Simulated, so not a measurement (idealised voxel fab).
You're looking at the process module voxel air gaps.
Displayed cross-section: cut, width of 285 nm, square cells sized 5 nm.
If you're reading a cross-section in this doc, picture square cells in a grid; it comes to you as bands, top ones listed first down to the bottom, and a band can be one or more rows of cells.
Band entry format. Leading values: height of top, height of bottom, nm. Remainder: materials in left-to-right order, each with its width in nm. Special words: "edge to edge" on a single material, which then fills the band edge to edge; "air", empty space.
Height reference: 0 = level under which incoming wafer is all one material. Lowest band: no bottom, runs on downward, e.g. "from 0 down".
The two numbers in a width such as "30 to 40" mark its ends across the band: the first belongs to the top row of cells, the second to the bottom row, and from each row to the next the width moves by the same amount.
It should be understood that the words "nothing changed", when stated for a given step, signify that the cross-section underwent no change in any of its cells during that step.
You'll see "Unvented internal voids" listing empty spaces that have no way open to the top, as long as they're 8 cells or more; the notation is width x height at distance, where the distance is from the left edge, and all of it is in nm.
Formally, on a step line, whatever follows the settings is a remark that the simulator itself makes on the step.
overlay nm: right-of-plan distance of the mask on a masked step; negative values mean left-of-plan.
# Set out below are the planned steps of the process
- 1: op RECEIVE | material Si
- 2: op CONFORMAL_DEP | material SiO2 | thk nm 10
- 3: op CONFORMAL_DEP | material SiN | thk nm 5
- 4: op DIRECTIONAL_DEP | material lowk | thk nm 40
- 5: op PATTERN | tone open | mask id LINES | material resist | width nm 15 | pitch nm 45 | thk nm 15 | overlay nm 0
- 6: op DIRECTIONAL_ETCH | etch materials lowk | depth nm 40
- 7: op STRIP | etch materials resist
- 8: op CONFORMAL_DEP | material TiN | thk nm 5
- 9: op FILL_DEP | material W | thk nm 5
- 10: op CMP | height nm 55
- 11: op EPI | material Ru | thk nm 10
- 12: op SELECTIVE_ETCH | etch materials lowk | depth nm 50
- 13: op CONFORMAL_DEP | material SiN | thk nm 5
The plan shows the width nm of step 5 as the first wafer had it; this setting differs between the wafers, which start out alike.
# First of several wafers, received after step 1, in cross-section
    from 0 down: Si edge to edge
    Unvented internal voids: none
# Last step of the module is step 13; after it, the first of several wafers in cross-section
    from 70 to 65: 75 of air, 135 of SiN, 75 of air
    from 65 to 55: 75 of air, 5 of SiN, 35 of Ru, 10 of SiN, 35 of Ru, 10 of SiN, 35 of Ru, 5 of SiN, 75 of air
    from 55 to 50: 75 of air, 15 of SiN, 5 of TiN, 5 of W, 5 of TiN, 30 of SiN, 5 of TiN, 5 of W, 5 of TiN, 30 of SiN, 5 of TiN, 5 of W, 5 of TiN, 15 of SiN, 75 of air
    from 50 to 20: 85 of air, 5 of SiN, 5 of TiN, 5 of W, 5 of TiN, 5 of SiN, 20 of air, 5 of SiN, 5 of TiN, 5 of W, 5 of TiN, 5 of SiN, 20 of air, 5 of SiN, 5 of TiN, 5 of W, 5 of TiN, 5 of SiN, 85 of air
    from 20 to 15: 90 of SiN, 15 of TiN, 30 of SiN, 15 of TiN, 30 of SiN, 15 of TiN, 90 of SiN
    from 15 to 10: SiN edge to edge
    from 10 to 0: SiO2 edge to edge
    from 0 down: Si edge to edge
    Unvented internal voids: 20 x 30 at 110; 20 x 30 at 155
# The final wafer, sectioned at module end
    from 70 to 65: 70 of air, 150 of SiN, 65 of air
    from 65 to 55: 70 of air, 5 of SiN, 140 of Ru, 5 of SiN, 65 of air
    from 55 to 50: 70 of air, 15 of SiN, 5 of TiN, 20 of W, 5 of TiN, 15 of lowk, 5 of TiN, 20 of W, 5 of TiN, 15 of lowk, 5 of TiN, 20 of W, 5 of TiN, 15 of SiN, 65 of air
    from 50 to 20: 80 of air, 5 of SiN, 5 of TiN, 20 of W, 5 of TiN, 15 of lowk, 5 of TiN, 20 of W, 5 of TiN, 15 of lowk, 5 of TiN, 20 of W, 5 of TiN, 5 of SiN, 75 of air
    from 20 to 15: 85 of SiN, 30 of TiN, 15 of lowk, 30 of TiN, 15 of lowk, 30 of TiN, 80 of SiN
    from 15 to 10: SiN edge to edge
    from 10 to 0: SiO2 edge to edge
    from 0 down: Si edge to edge
    Unvented internal voids: none
# Below, a row for every wafer. Read it as the end-of-module picture: for each material the wafer shows its cells gained (+) or lost (-) since it was received, and then its closed voids
width nm 15, +42 Ru, +198 SiN, +114 SiO2, +51 TiN, +21 W, Unvented internal voids: 20 x 30 at 110; 20 x 30 at 155
width nm 20, +48 Ru, +190 SiN, +114 SiO2, +54 TiN, +42 W, Unvented internal voids: 15 x 30 at 115; 15 x 30 at 160
width nm 25, +54 Ru, +142 SiN, +114 SiO2, +57 TiN, +63 W, +64 lowk, Unvented internal voids: none
width nm 30, +56 Ru, +142 SiN, +114 SiO2, +60 TiN, +84 W, +48 lowk, Unvented internal voids: none
